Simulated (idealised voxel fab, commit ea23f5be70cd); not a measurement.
The name of this process module is voxel wiring stack.
Xsec cut, 265 nm wide, square cell size 5 nm.
We lay out every cross-section as a grid of square cells and spell it out in bands from the top down, where one band means one or more rows of cells.
Within each band entry, the heights of the top and of the bottom of the band appear first, in that order and in nm; the materials of the band then follow from left to right, each with its corresponding width in nm. The designation "everywhere" on a single material indicates that it fills the band from edge to edge; the designation "blank" indicates empty space.
A quick word on heights: they are counted from 0, and under that level the wafer as it came to us is one material throughout. The lowest band is different from the rest in having no bottom; it simply continues downward, written as in "top 0, no bottom".
Width: "30 to 40" (first number = top row, second number = bottom row, same change from row to row of cells).
Given "nothing got changed" for a step, no cell of the cross-section differs between before and after that step.
"Fully closed voids": empty spaces of 8 cells or more with no open way to the top, each given as width x height at distance, distance from the left edge, all in nm.
Note: text after step settings on the step line = simulator remark on that step.
overlay nm: step with mask; distance mask lay right of planned place; negative value = left of planned place.
# The planned process steps are enumerated hereunder
- 1: RECEIVE: material Si
- 2: CONFORMAL_DEP: material SiO2, thk nm 10
- 3: CONFORMAL_DEP: material SiCN, thk nm 5
- 4: DIRECTIONAL_DEP: material lowk, thk nm 25
- 5: PATTERN: tone open, mask id METAL_1, material resist, width nm 20, pitch nm 45, thk nm 20, overlay nm 0
- 6: DIRECTIONAL_ETCH: etch materials lowk, depth nm 25
- 7: DIRECTIONAL_ETCH: etch materials SiCN, depth nm 5
- 8: STRIP: etch materials resist
- 9: CONFORMAL_DEP: material TiN, thk nm 5
- 10: FILL_DEP: material Cu, thk nm 10
- 11: CMP: height nm 40
- 12: CONFORMAL_DEP: material SiCN, thk nm 5
- 13: DIRECTIONAL_DEP: material lowk, thk nm 30
- 14: MASKED_ETCH: tone open, mask id METAL_2, width nm 20, pitch nm 45, etch materials lowk, depth nm 15, overlay nm 0
- 15: DIRECTIONAL_DEP: material aC, thk nm 10
- 16: PATTERN: tone open, mask id METAL_2_HOLES, material resist, width nm 15, pitch nm 45, thk nm 30, overlay nm 0
- 17: DIRECTIONAL_ETCH: etch materials aC, depth nm 10
- 18: STRIP: etch materials resist
- 19: DIRECTIONAL_ETCH: etch materials lowk, depth nm 15
- 20: DIRECTIONAL_ETCH: etch materials SiCN, depth nm 5
- 21: STRIP: etch materials aC
- 22: CONFORMAL_DEP: material TiN, thk nm 5
- 23: FILL_DEP: material Cu, thk nm 10
- 24: CMP: height nm 75
- 25: CONFORMAL_DEP: material SiCN, thk nm 5
- 26: DIRECTIONAL_DEP: material SiO2, thk nm 15
- 27: DIRECTIONAL_DEP: material aC, thk nm 15
- 28: PATTERN: tone open, mask id PLUG_2, material resist, width nm 15, pitch nm 90, thk nm 35, overlay nm 0
- 29: DIRECTIONAL_ETCH: etch materials aC, depth nm 15
- 30: STRIP: etch materials resist
- 31: DIRECTIONAL_ETCH: etch materials SiO2, depth nm 15
- 32: DIRECTIONAL_ETCH: etch materials SiCN, depth nm 5
- 33: STRIP: etch materials aC
- 34: EPI: material Ru, thk nm 10
- 35: EPI: material Ru, thk nm 10
- 36: DIRECTIONAL_DEP: material TiN, thk nm 5
- 37: DIRECTIONAL_DEP: material Ru, thk nm 25
- 38: MASKED_ETCH: tone cover, mask id METAL_3, width nm 20, pitch nm 45, etch materials Ru, depth nm 25, overlay nm 0
- 39: MASKED_ETCH: tone cover, mask id METAL_3, width nm 20, pitch nm 45, etch materials TiN, depth nm 5, overlay nm 0
- 40: FILL_DEP: material SiO2, thk nm 10
- 41: CMP: height nm 125
- 42: CONFORMAL_DEP: material SiCN, thk nm 5
- 43: DIRECTIONAL_DEP: material lowk, thk nm 25
- 44: MASKED_ETCH: tone open, mask id METAL_4_HOLES, width nm 15, pitch nm 45, etch materials lowk, depth nm 25, overlay nm 0
- 45: PATTERN: tone open, mask id METAL_4, material resist, width nm 20, pitch nm 45, thk nm 15, overlay nm 0
- 46: DIRECTIONAL_ETCH: etch materials lowk, depth nm 15
- 47: DIRECTIONAL_ETCH: etch materials SiCN, depth nm 5
- 48: STRIP: etch materials resist
- 49: CONFORMAL_DEP: material TiN, thk nm 5
- 50: FILL_DEP: material Cu, thk nm 10
- 51: CMP: height nm 155
- 52: CONFORMAL_DEP: material SiN, thk nm 5
# First of two wafers: run as planned
# Wafer at receipt (post step 1), cross-section
top 0, no bottom: Si everywhere
Fully closed voids: none
# Sectional view: wafer, after step 2
top 10, bottom 0: SiO2 everywhere
Nothing below the height 0 has changed.
# Sectional view: wafer, after step 3
top 15, bottom 10: SiCN everywhere
Nothing below the height 10 has changed.
# Sectional view: wafer, after step 4
top 40, bottom 15: lowk everywhere
Nothing below the height 15 has changed.
# Sectional view: wafer, after step 5
top 60, bottom 40: resist: 55; blank: 20; resist: 25; blank: 20; resist: 25; blank: 20; resist: 25; blank: 20; resist: 55
Nothing below the height 40 has changed.
# Sectional view: wafer, after step 6
top 60, bottom 40: resist: 55; blank: 20; resist: 25; blank: 20; resist: 25; blank: 20; resist: 25; blank: 20; resist: 55
top 40, bottom 15: lowk: 55; blank: 20; lowk: 25; blank: 20; lowk: 25; blank: 20; lowk: 25; blank: 20; lowk: 55
Nothing below the height 15 has changed.
# Sectional view: wafer, after step 7
top 60, bottom 40: resist: 55; blank: 20; resist: 25; blank: 20; resist: 25; blank: 20; resist: 25; blank: 20; resist: 55
top 40, bottom 15: lowk: 55; blank: 20; lowk: 25; blank: 20; lowk: 25; blank: 20; lowk: 25; blank: 20; lowk: 55
top 15, bottom 10: SiCN: 55; blank: 20; SiCN: 25; blank: 20; SiCN: 25; blank: 20; SiCN: 25; blank: 20; SiCN: 55
Nothing below the height 10 has changed.
# Sectional view: wafer, after step 8
top 40, bottom 15: lowk: 55; blank: 20; lowk: 25; blank: 20; lowk: 25; blank: 20; lowk: 25; blank: 20; lowk: 55
Nothing below the height 15 has changed.
# Sectional view: wafer, after step 9
top 45, bottom 40: TiN: 60; blank: 10; TiN: 35; blank: 10; TiN: 35; blank: 10; TiN: 35; blank: 10; TiN: 60
top 40, bottom 15: lowk: 55; TiN: 5; blank: 10; TiN: 5; lowk: 25; TiN: 5; blank: 10; TiN: 5; lowk: 25; TiN: 5; blank: 10; TiN: 5; lowk: 25; TiN: 5; blank: 10; TiN: 5; lowk: 55
top 15, bottom 10: SiCN: 55; TiN: 20; SiCN: 25; TiN: 20; SiCN: 25; TiN: 20; SiCN: 25; TiN: 20; SiCN: 55
Nothing below the height 10 has changed.
# Sectional view: wafer, after step 10
top 55, bottom 45: Cu everywhere
top 45, bottom 40: TiN: 60; Cu: 10; TiN: 35; Cu: 10; TiN: 35; Cu: 10; TiN: 35; Cu: 10; TiN: 60
top 40, bottom 15: lowk: 55; TiN: 5; Cu: 10; TiN: 5; lowk: 25; TiN: 5; Cu: 10; TiN: 5; lowk: 25; TiN: 5; Cu: 10; TiN: 5; lowk: 25; TiN: 5; Cu: 10; TiN: 5; lowk: 55
Nothing below the height 15 has changed.
# Sectional view: wafer, after step 11
top 40, bottom 15: lowk: 55; TiN: 5; Cu: 10; TiN: 5; lowk: 25; TiN: 5; Cu: 10; TiN: 5; lowk: 25; TiN: 5; Cu: 10; TiN: 5; lowk: 25; TiN: 5; Cu: 10; TiN: 5; lowk: 55
Nothing below the height 15 has changed.
# Sectional view: wafer, after step 12
top 45, bottom 40: SiCN everywhere
Nothing below the height 40 has changed.
# Sectional view: wafer, after step 13
top 75, bottom 45: lowk everywhere
Nothing below the height 45 has changed.
# Sectional view: wafer, after step 14
top 75, bottom 60: lowk: 55; blank: 20; lowk: 25; blank: 20; lowk: 25; blank: 20; lowk: 25; blank: 20; lowk: 55
Nothing below the height 60 has changed.
# Sectional view: wafer, after step 15
top 85, bottom 75: aC: 55; blank: 20; aC: 25; blank: 20; aC: 25; blank: 20; aC: 25; blank: 20; aC: 55
top 75, bottom 70: lowk: 55; blank: 20; lowk: 25; blank: 20; lowk: 25; blank: 20; lowk: 25; blank: 20; lowk: 55
top 70, bottom 60: lowk: 55; aC: 20; lowk: 25; aC: 20; lowk: 25; aC: 20; lowk: 25; aC: 20; lowk: 55
Nothing below the height 60 has changed.
# Sectional view: wafer, after step 16
top 115, bottom 85: resist: 55; blank: 15; resist: 30; blank: 15; resist: 30; blank: 15; resist: 30; blank: 15; resist: 60
top 85, bottom 75: aC: 55; blank: 15; resist: 5; aC: 25; blank: 15; resist: 5; aC: 25; blank: 15; resist: 5; aC: 25; blank: 15; resist: 5; aC: 55
top 75, bottom 70: lowk: 55; blank: 15; resist: 5; lowk: 25; blank: 15; resist: 5; lowk: 25; blank: 15; resist: 5; lowk: 25; blank: 15; resist: 5; lowk: 55
Nothing below the height 70 has changed.
# Sectional view: wafer, after step 17
top 105, bottom 85: resist: 55; blank: 15; resist: 30; blank: 15; resist: 30; blank: 15; resist: 30; blank: 15; resist: 60
top 85, bottom 75: aC: 55; blank: 15; resist: 5; aC: 25; blank: 15; resist: 5; aC: 25; blank: 15; resist: 5; aC: 25; blank: 15; resist: 5; aC: 55
top 75, bottom 70: lowk: 55; blank: 15; resist: 5; lowk: 25; blank: 15; resist: 5; lowk: 25; blank: 15; resist: 5; lowk: 25; blank: 15; resist: 5; lowk: 55
top 70, bottom 60: lowk: 55; blank: 15; aC: 5; lowk: 25; blank: 15; aC: 5; lowk: 25; blank: 15; aC: 5; lowk: 25; blank: 15; aC: 5; lowk: 55
Nothing below the height 60 has changed.
# Sectional view: wafer, after step 18
top 85, bottom 75: aC: 55; blank: 20; aC: 25; blank: 20; aC: 25; blank: 20; aC: 25; blank: 20; aC: 55
top 75, bottom 70: lowk: 55; blank: 20; lowk: 25; blank: 20; lowk: 25; blank: 20; lowk: 25; blank: 20; lowk: 55
Nothing below the height 70 has changed.
# Sectional view: wafer, after step 19
top 85, bottom 75: aC: 55; blank: 20; aC: 25; blank: 20; aC: 25; blank: 20; aC: 25; blank: 20; aC: 55
top 75, bottom 70: lowk: 55; blank: 20; lowk: 25; blank: 20; lowk: 25; blank: 20; lowk: 25; blank: 20; lowk: 55
top 70, bottom 60: lowk: 55; blank: 15; aC: 5; lowk: 25; blank: 15; aC: 5; lowk: 25; blank: 15; aC: 5; lowk: 25; blank: 15; aC: 5; lowk: 55
top 60, bottom 45: lowk: 55; blank: 15; lowk: 30; blank: 15; lowk: 30; blank: 15; lowk: 30; blank: 15; lowk: 60
Nothing below the height 45 has changed.
# Sectional view: wafer, after step 20
top 85, bottom 75: aC: 55; blank: 20; aC: 25; blank: 20; aC: 25; blank: 20; aC: 25; blank: 20; aC: 55
top 75, bottom 70: lowk: 55; blank: 20; lowk: 25; blank: 20; lowk: 25; blank: 20; lowk: 25; blank: 20; lowk: 55
top 70, bottom 60: lowk: 55; blank: 15; aC: 5; lowk: 25; blank: 15; aC: 5; lowk: 25; blank: 15; aC: 5; lowk: 25; blank: 15; aC: 5; lowk: 55
top 60, bottom 45: lowk: 55; blank: 15; lowk: 30; blank: 15; lowk: 30; blank: 15; lowk: 30; blank: 15; lowk: 60
top 45, bottom 40: SiCN: 55; blank: 15; SiCN: 30; blank: 15; SiCN: 30; blank: 15; SiCN: 30; blank: 15; SiCN: 60
Nothing below the height 40 has changed.
# Sectional view: wafer, after step 21
top 75, bottom 60: lowk: 55; blank: 20; lowk: 25; blank: 20; lowk: 25; blank: 20; lowk: 25; blank: 20; lowk: 55
Nothing below the height 60 has changed.
# Sectional view: wafer, after step 22
top 80, bottom 75: TiN: 60; blank: 10; TiN: 35; blank: 10; TiN: 35; blank: 10; TiN: 35; blank: 10; TiN: 60
top 75, bottom 65: lowk: 55; TiN: 5; blank: 10; TiN: 5; lowk: 25; TiN: 5; blank: 10; TiN: 5; lowk: 25; TiN: 5; blank: 10; TiN: 5; lowk: 25; TiN: 5; blank: 10; TiN: 5; lowk: 55
top 65, bottom 60: lowk: 55; TiN: 5; blank: 5; TiN: 10; lowk: 25; TiN: 5; blank: 5; TiN: 10; lowk: 25; TiN: 5; blank: 5; TiN: 10; lowk: 25; TiN: 5; blank: 5; TiN: 10; lowk: 55
top 60, bottom 45: lowk: 55; TiN: 5; blank: 5; TiN: 5; lowk: 30; TiN: 5; blank: 5; TiN: 5; lowk: 30; TiN: 5; blank: 5; TiN: 5; lowk: 30; TiN: 5; blank: 5; TiN: 5; lowk: 60
top 45, bottom 40: SiCN: 55; TiN: 15; SiCN: 30; TiN: 15; SiCN: 30; TiN: 15; SiCN: 30; TiN: 15; SiCN: 60
Nothing below the height 40 has changed.
# Sectional view: wafer, after step 23
top 90, bottom 80: Cu everywhere
top 80, bottom 75: TiN: 60; Cu: 10; TiN: 35; Cu: 10; TiN: 35; Cu: 10; TiN: 35; Cu: 10; TiN: 60
top 75, bottom 65: lowk: 55; TiN: 5; Cu: 10; TiN: 5; lowk: 25; TiN: 5; Cu: 10; TiN: 5; lowk: 25; TiN: 5; Cu: 10; TiN: 5; lowk: 25; TiN: 5; Cu: 10; TiN: 5; lowk: 55
top 65, bottom 60: lowk: 55; TiN: 5; Cu: 5; TiN: 10; lowk: 25; TiN: 5; Cu: 5; TiN: 10; lowk: 25; TiN: 5; Cu: 5; TiN: 10; lowk: 25; TiN: 5; Cu: 5; TiN: 10; lowk: 55
top 60, bottom 45: lowk: 55; TiN: 5; Cu: 5; TiN: 5; lowk: 30; TiN: 5; Cu: 5; TiN: 5; lowk: 30; TiN: 5; Cu: 5; TiN: 5; lowk: 30; TiN: 5; Cu: 5; TiN: 5; lowk: 60
Nothing below the height 45 has changed.
# Sectional view: wafer, after step 24
top 75, bottom 65: lowk: 55; TiN: 5; Cu: 10; TiN: 5; lowk: 25; TiN: 5; Cu: 10; TiN: 5; lowk: 25; TiN: 5; Cu: 10; TiN: 5; lowk: 25; TiN: 5; Cu: 10; TiN: 5; lowk: 55
Nothing below the height 65 has changed.
# Sectional view: wafer, after step 25
top 80, bottom 75: SiCN everywhere
Nothing below the height 75 has changed.
# Sectional view: wafer, after step 26
top 95, bottom 80: SiO2 everywhere
Nothing below the height 80 has changed.
# Sectional view: wafer, after step 27
top 110, bottom 95: aC everywhere
Nothing below the height 95 has changed.
# Sectional view: wafer, after step 28
top 145, bottom 110: resist: 55; blank: 15; resist: 75; blank: 15; resist: 105
Nothing below the height 110 has changed.
# Sectional view: wafer, after step 29
top 130, bottom 110: resist: 55; blank: 15; resist: 75; blank: 15; resist: 105
top 110, bottom 95: aC: 55; blank: 15; aC: 75; blank: 15; aC: 105
Nothing below the height 95 has changed.
# Sectional view: wafer, after step 30
top 110, bottom 95: aC: 55; blank: 15; aC: 75; blank: 15; aC: 105
Nothing below the height 95 has changed.
# Sectional view: wafer, after step 31
top 110, bottom 95: aC: 55; blank: 15; aC: 75; blank: 15; aC: 105
top 95, bottom 80: SiO2: 55; blank: 15; SiO2: 75; blank: 15; SiO2: 105
Nothing below the height 80 has changed.
# Sectional view: wafer, after step 32
top 110, bottom 95: aC: 55; blank: 15; aC: 75; blank: 15; aC: 105
top 95, bottom 80: SiO2: 55; blank: 15; SiO2: 75; blank: 15; SiO2: 105
top 80, bottom 75: SiCN: 55; blank: 15; SiCN: 75; blank: 15; SiCN: 105
Nothing below the height 75 has changed.
# Sectional view: wafer, after step 33
top 95, bottom 80: SiO2: 55; blank: 15; SiO2: 75; blank: 15; SiO2: 105
Nothing below the height 80 has changed.
# Sectional view: wafer, after step 34
top 95, bottom 85: SiO2: 55; blank: 15; SiO2: 75; blank: 15; SiO2: 105
top 85, bottom 80: SiO2: 55; Ru: 15; SiO2: 75; Ru: 15; SiO2: 105
top 80, bottom 75: SiCN: 55; Ru: 15; SiCN: 75; Ru: 15; SiCN: 105
Nothing below the height 75 has changed.
# Sectional view: wafer, after step 35
top 95, bottom 80: SiO2: 55; Ru: 15; SiO2: 75; Ru: 15; SiO2: 105
Nothing below the height 80 has changed.
# Sectional view: wafer, after step 36
top 100, bottom 95: TiN everywhere
Nothing below the height 95 has changed.
# Sectional view: wafer, after step 37
top 125, bottom 100: Ru everywhere
Nothing below the height 100 has changed.
# Sectional view: wafer, after step 38
top 125, bottom 100: blank: 55; Ru: 20; blank: 25; Ru: 20; blank: 25; Ru: 20; blank: 25; Ru: 20; blank: 55
Nothing below the height 100 has changed.
# Sectional view: wafer, after step 39
top 125, bottom 100: blank: 55; Ru: 20; blank: 25; Ru: 20; blank: 25; Ru: 20; blank: 25; Ru: 20; blank: 55
top 100, bottom 95: blank: 55; TiN: 20; blank: 25; TiN: 20; blank: 25; TiN: 20; blank: 25; TiN: 20; blank: 55
Nothing below the height 95 has changed.
# Sectional view: wafer, after step 40
top 135, bottom 125: SiO2 everywhere
top 125, bottom 100: SiO2: 55; Ru: 20; SiO2: 25; Ru: 20; SiO2: 25; Ru: 20; SiO2: 25; Ru: 20; SiO2: 55
top 100, bottom 95: SiO2: 55; TiN: 20; SiO2: 25; TiN: 20; SiO2: 25; TiN: 20; SiO2: 25; TiN: 20; SiO2: 55
Nothing below the height 95 has changed.
# Sectional view: wafer, after step 41
top 125, bottom 100: SiO2: 55; Ru: 20; SiO2: 25; Ru: 20; SiO2: 25; Ru: 20; SiO2: 25; Ru: 20; SiO2: 55
Nothing below the height 100 has changed.
# Sectional view: wafer, after step 42
top 130, bottom 125: SiCN everywhere
Nothing below the height 125 has changed.
# Sectional view: wafer, after step 43
top 155, bottom 130: lowk everywhere
Nothing below the height 130 has changed.
# Sectional view: wafer, after step 44
top 155, bottom 130: lowk: 55; blank: 15; lowk: 30; blank: 15; lowk: 30; blank: 15; lowk: 30; blank: 15; lowk: 60
Nothing below the height 130 has changed.
# Sectional view: wafer, after step 45
top 170, bottom 155: resist: 55; blank: 20; resist: 25; blank: 20; resist: 25; blank: 20; resist: 25; blank: 20; resist: 55
Nothing below the height 155 has changed.
# Sectional view: wafer, after step 46
top 170, bottom 155: resist: 55; blank: 20; resist: 25; blank: 20; resist: 25; blank: 20; resist: 25; blank: 20; resist: 55
top 155, bottom 140: lowk: 55; blank: 20; lowk: 25; blank: 20; lowk: 25; blank: 20; lowk: 25; blank: 20; lowk: 55
Nothing below the height 140 has changed.
# Sectional view: wafer, after step 47
top 170, bottom 155: resist: 55; blank: 20; resist: 25; blank: 20; resist: 25; blank: 20; resist: 25; blank: 20; resist: 55
top 155, bottom 140: lowk: 55; blank: 20; lowk: 25; blank: 20; lowk: 25; blank: 20; lowk: 25; blank: 20; lowk: 55
top 140, bottom 130: lowk: 55; blank: 15; lowk: 30; blank: 15; lowk: 30; blank: 15; lowk: 30; blank: 15; lowk: 60
top 130, bottom 125: SiCN: 55; blank: 15; SiCN: 30; blank: 15; SiCN: 30; blank: 15; SiCN: 30; blank: 15; SiCN: 60
Nothing below the height 125 has changed.
# Sectional view: wafer, after step 48
top 155, bottom 140: lowk: 55; blank: 20; lowk: 25; blank: 20; lowk: 25; blank: 20; lowk: 25; blank: 20; lowk: 55
Nothing below the height 140 has changed.
# Sectional view: wafer, after step 49
top 160, bottom 155: TiN: 60; blank: 10; TiN: 35; blank: 10; TiN: 35; blank: 10; TiN: 35; blank: 10; TiN: 60
top 155, bottom 145: lowk: 55; TiN: 5; blank: 10; TiN: 5; lowk: 25; TiN: 5; blank: 10; TiN: 5; lowk: 25; TiN: 5; blank: 10; TiN: 5; lowk: 25; TiN: 5; blank: 10; TiN: 5; lowk: 55
top 145, bottom 140: lowk: 55; TiN: 5; blank: 5; TiN: 10; lowk: 25; TiN: 5; blank: 5; TiN: 10; lowk: 25; TiN: 5; blank: 5; TiN: 10; lowk: 25; TiN: 5; blank: 5; TiN: 10; lowk: 55
top 140, bottom 130: lowk: 55; TiN: 5; blank: 5; TiN: 5; lowk: 30; TiN: 5; blank: 5; TiN: 5; lowk: 30; TiN: 5; blank: 5; TiN: 5; lowk: 30; TiN: 5; blank: 5; TiN: 5; lowk: 60
top 130, bottom 125: SiCN: 55; TiN: 15; SiCN: 30; TiN: 15; SiCN: 30; TiN: 15; SiCN: 30; TiN: 15; SiCN: 60
Nothing below the height 125 has changed.
# Sectional view: wafer, after step 50
top 170, bottom 160: Cu everywhere
top 160, bottom 155: TiN: 60; Cu: 10; TiN: 35; Cu: 10; TiN: 35; Cu: 10; TiN: 35; Cu: 10; TiN: 60
top 155, bottom 145: lowk: 55; TiN: 5; Cu: 10; TiN: 5; lowk: 25; TiN: 5; Cu: 10; TiN: 5; lowk: 25; TiN: 5; Cu: 10; TiN: 5; lowk: 25; TiN: 5; Cu: 10; TiN: 5; lowk: 55
top 145, bottom 140: lowk: 55; TiN: 5; Cu: 5; TiN: 10; lowk: 25; TiN: 5; Cu: 5; TiN: 10; lowk: 25; TiN: 5; Cu: 5; TiN: 10; lowk: 25; TiN: 5; Cu: 5; TiN: 10; lowk: 55
top 140, bottom 130: lowk: 55; TiN: 5; Cu: 5; TiN: 5; lowk: 30; TiN: 5; Cu: 5; TiN: 5; lowk: 30; TiN: 5; Cu: 5; TiN: 5; lowk: 30; TiN: 5; Cu: 5; TiN: 5; lowk: 60
Nothing below the height 130 has changed.
# Sectional view: wafer, after step 51
top 155, bottom 145: lowk: 55; TiN: 5; Cu: 10; TiN: 5; lowk: 25; TiN: 5; Cu: 10; TiN: 5; lowk: 25; TiN: 5; Cu: 10; TiN: 5; lowk: 25; TiN: 5; Cu: 10; TiN: 5; lowk: 55
Nothing below the height 145 has changed.
# Sectional view: wafer, after step 52
top 160, bottom 155: SiN everywhere
Nothing below the height 155 has changed.
# The second wafer was prepared from the same starting point and under the same plan as the first; its processing contained one mistake, and it remains indistinguishable from the first wafer up to and including step 23
Second wafer profile in section, at the moment step 24 of the plan was meant to be complete: nothing got changed
# Second wafer profile in section, at the moment step 25 of the plan was meant to be complete
top 95, bottom 90: SiCN everywhere
Nothing below the height 90 has changed.
# Second wafer profile in section, at the moment step 26 of the plan was meant to be complete
top 110, bottom 95: SiO2 everywhere
Nothing below the height 95 has changed.
# Second wafer profile in section, at the moment step 27 of the plan was meant to be complete
top 125, bottom 110: aC everywhere
Nothing below the height 110 has changed.
# Second wafer profile in section, at the moment step 28 of the plan was meant to be complete
top 160, bottom 125: resist: 55; blank: 15; resist: 75; blank: 15; resist: 105
Nothing below the height 125 has changed.
# Second wafer profile in section, at the moment step 29 of the plan was meant to be complete
top 145, bottom 125: resist: 55; blank: 15; resist: 75; blank: 15; resist: 105
top 125, bottom 110: aC: 55; blank: 15; aC: 75; blank: 15; aC: 105
Nothing below the height 110 has changed.
# Second wafer profile in section, at the moment step 30 of the plan was meant to be complete
top 125, bottom 110: aC: 55; blank: 15; aC: 75; blank: 15; aC: 105
Nothing below the height 110 has changed.
# Second wafer profile in section, at the moment step 31 of the plan was meant to be complete
top 125, bottom 110: aC: 55; blank: 15; aC: 75; blank: 15; aC: 105
top 110, bottom 95: SiO2: 55; blank: 15; SiO2: 75; blank: 15; SiO2: 105
Nothing below the height 95 has changed.
# Second wafer profile in section, at the moment step 32 of the plan was meant to be complete
top 125, bottom 110: aC: 55; blank: 15; aC: 75; blank: 15; aC: 105
top 110, bottom 95: SiO2: 55; blank: 15; SiO2: 75; blank: 15; SiO2: 105
top 95, bottom 90: SiCN: 55; blank: 15; SiCN: 75; blank: 15; SiCN: 105
Nothing below the height 90 has changed.
# Second wafer profile in section, at the moment step 33 of the plan was meant to be complete
top 110, bottom 95: SiO2: 55; blank: 15; SiO2: 75; blank: 15; SiO2: 105
Nothing below the height 95 has changed.
# Second wafer profile in section, at the moment step 34 of the plan was meant to be complete
top 110, bottom 100: SiO2: 55; blank: 15; SiO2: 75; blank: 15; SiO2: 105
top 100, bottom 95: SiO2: 55; Ru: 15; SiO2: 75; Ru: 15; SiO2: 105
top 95, bottom 90: SiCN: 55; Ru: 15; SiCN: 75; Ru: 15; SiCN: 105
Nothing below the height 90 has changed.
# Second wafer profile in section, at the moment step 35 of the plan was meant to be complete
top 110, bottom 95: SiO2: 55; Ru: 15; SiO2: 75; Ru: 15; SiO2: 105
Nothing below the height 95 has changed.
# Second wafer profile in section, at the moment step 36 of the plan was meant to be complete
top 115, bottom 110: TiN everywhere
Nothing below the height 110 has changed.
# Second wafer profile in section, at the moment step 37 of the plan was meant to be complete
top 140, bottom 115: Ru everywhere
Nothing below the height 115 has changed.
# Second wafer profile in section, at the moment step 38 of the plan was meant to be complete
top 140, bottom 115: blank: 55; Ru: 20; blank: 25; Ru: 20; blank: 25; Ru: 20; blank: 25; Ru: 20; blank: 55
Nothing below the height 115 has changed.
# Second wafer profile in section, at the moment step 39 of the plan was meant to be complete
top 140, bottom 115: blank: 55; Ru: 20; blank: 25; Ru: 20; blank: 25; Ru: 20; blank: 25; Ru: 20; blank: 55
top 115, bottom 110: blank: 55; TiN: 20; blank: 25; TiN: 20; blank: 25; TiN: 20; blank: 25; TiN: 20; blank: 55
Nothing below the height 110 has changed.
# Second wafer profile in section, at the moment step 40 of the plan was meant to be complete
top 150, bottom 140: SiO2 everywhere
top 140, bottom 115: SiO2: 55; Ru: 20; SiO2: 25; Ru: 20; SiO2: 25; Ru: 20; SiO2: 25; Ru: 20; SiO2: 55
top 115, bottom 110: SiO2: 55; TiN: 20; SiO2: 25; TiN: 20; SiO2: 25; TiN: 20; SiO2: 25; TiN: 20; SiO2: 55
Nothing below the height 110 has changed.
# Second wafer profile in section, at the moment step 41 of the plan was meant to be complete
top 125, bottom 115: SiO2: 55; Ru: 20; SiO2: 25; Ru: 20; SiO2: 25; Ru: 20; SiO2: 25; Ru: 20; SiO2: 55
Nothing below the height 115 has changed.
# Second wafer profile in section, at the moment step 42 of the plan was meant to be complete
top 130, bottom 125: SiCN everywhere
Nothing below the height 125 has changed.
# Second wafer profile in section, at the moment step 43 of the plan was meant to be complete
top 155, bottom 130: lowk everywhere
Nothing below the height 130 has changed.
# Second wafer profile in section, at the moment step 44 of the plan was meant to be complete
top 155, bottom 130: lowk: 55; blank: 15; lowk: 30; blank: 15; lowk: 30; blank: 15; lowk: 30; blank: 15; lowk: 60
Nothing below the height 130 has changed.
# Second wafer profile in section, at the moment step 45 of the plan was meant to be complete
top 170, bottom 155: resist: 55; blank: 20; resist: 25; blank: 20; resist: 25; blank: 20; resist: 25; blank: 20; resist: 55
Nothing below the height 155 has changed.
# Second wafer profile in section, at the moment step 46 of the plan was meant to be complete
top 170, bottom 155: resist: 55; blank: 20; resist: 25; blank: 20; resist: 25; blank: 20; resist: 25; blank: 20; resist: 55
top 155, bottom 140: lowk: 55; blank: 20; lowk: 25; blank: 20; lowk: 25; blank: 20; lowk: 25; blank: 20; lowk: 55
Nothing below the height 140 has changed.
# Second wafer profile in section, at the moment step 47 of the plan was meant to be complete
top 170, bottom 155: resist: 55; blank: 20; resist: 25; blank: 20; resist: 25; blank: 20; resist: 25; blank: 20; resist: 55
top 155, bottom 140: lowk: 55; blank: 20; lowk: 25; blank: 20; lowk: 25; blank: 20; lowk: 25; blank: 20; lowk: 55
top 140, bottom 130: lowk: 55; blank: 15; lowk: 30; blank: 15; lowk: 30; blank: 15; lowk: 30; blank: 15; lowk: 60
top 130, bottom 125: SiCN: 55; blank: 15; SiCN: 30; blank: 15; SiCN: 30; blank: 15; SiCN: 30; blank: 15; SiCN: 60
Nothing below the height 125 has changed.
# Second wafer profile in section, at the moment step 48 of the plan was meant to be complete
top 155, bottom 140: lowk: 55; blank: 20; lowk: 25; blank: 20; lowk: 25; blank: 20; lowk: 25; blank: 20; lowk: 55
Nothing below the height 140 has changed.
# Second wafer profile in section, at the moment step 49 of the plan was meant to be complete
top 160, bottom 155: TiN: 60; blank: 10; TiN: 35; blank: 10; TiN: 35; blank: 10; TiN: 35; blank: 10; TiN: 60
top 155, bottom 145: lowk: 55; TiN: 5; blank: 10; TiN: 5; lowk: 25; TiN: 5; blank: 10; TiN: 5; lowk: 25; TiN: 5; blank: 10; TiN: 5; lowk: 25; TiN: 5; blank: 10; TiN: 5; lowk: 55
top 145, bottom 140: lowk: 55; TiN: 5; blank: 5; TiN: 10; lowk: 25; TiN: 5; blank: 5; TiN: 10; lowk: 25; TiN: 5; blank: 5; TiN: 10; lowk: 25; TiN: 5; blank: 5; TiN: 10; lowk: 55
top 140, bottom 130: lowk: 55; TiN: 5; blank: 5; TiN: 5; lowk: 30; TiN: 5; blank: 5; TiN: 5; lowk: 30; TiN: 5; blank: 5; TiN: 5; lowk: 30; TiN: 5; blank: 5; TiN: 5; lowk: 60
top 130, bottom 125: SiCN: 55; TiN: 15; SiCN: 30; TiN: 15; SiCN: 30; TiN: 15; SiCN: 30; TiN: 15; SiCN: 60
Nothing below the height 125 has changed.
# Second wafer profile in section, at the moment step 50 of the plan was meant to be complete
top 170, bottom 160: Cu everywhere
top 160, bottom 155: TiN: 60; Cu: 10; TiN: 35; Cu: 10; TiN: 35; Cu: 10; TiN: 35; Cu: 10; TiN: 60
top 155, bottom 145: lowk: 55; TiN: 5; Cu: 10; TiN: 5; lowk: 25; TiN: 5; Cu: 10; TiN: 5; lowk: 25; TiN: 5; Cu: 10; TiN: 5; lowk: 25; TiN: 5; Cu: 10; TiN: 5; lowk: 55
top 145, bottom 140: lowk: 55; TiN: 5; Cu: 5; TiN: 10; lowk: 25; TiN: 5; Cu: 5; TiN: 10; lowk: 25; TiN: 5; Cu: 5; TiN: 10; lowk: 25; TiN: 5; Cu: 5; TiN: 10; lowk: 55
top 140, bottom 130: lowk: 55; TiN: 5; Cu: 5; TiN: 5; lowk: 30; TiN: 5; Cu: 5; TiN: 5; lowk: 30; TiN: 5; Cu: 5; TiN: 5; lowk: 30; TiN: 5; Cu: 5; TiN: 5; lowk: 60
Nothing below the height 130 has changed.
# Second wafer profile in section, at the moment step 51 of the plan was meant to be complete
top 155, bottom 145: lowk: 55; TiN: 5; Cu: 10; TiN: 5; lowk: 25; TiN: 5; Cu: 10; TiN: 5; lowk: 25; TiN: 5; Cu: 10; TiN: 5; lowk: 25; TiN: 5; Cu: 10; TiN: 5; lowk: 55
Nothing below the height 145 has changed.
# Second wafer profile in section, at the moment step 52 of the plan was meant to be complete
top 160, bottom 155: SiN everywhere
Nothing below the height 155 has changed.
Here's what went sideways: step 24 of the plan was excluded from execution and never run
Final tally in cells, some materials are higher or lower on the second wafer than on the first: Cu +114; Ru -48; SiO2 -111; TiN +45
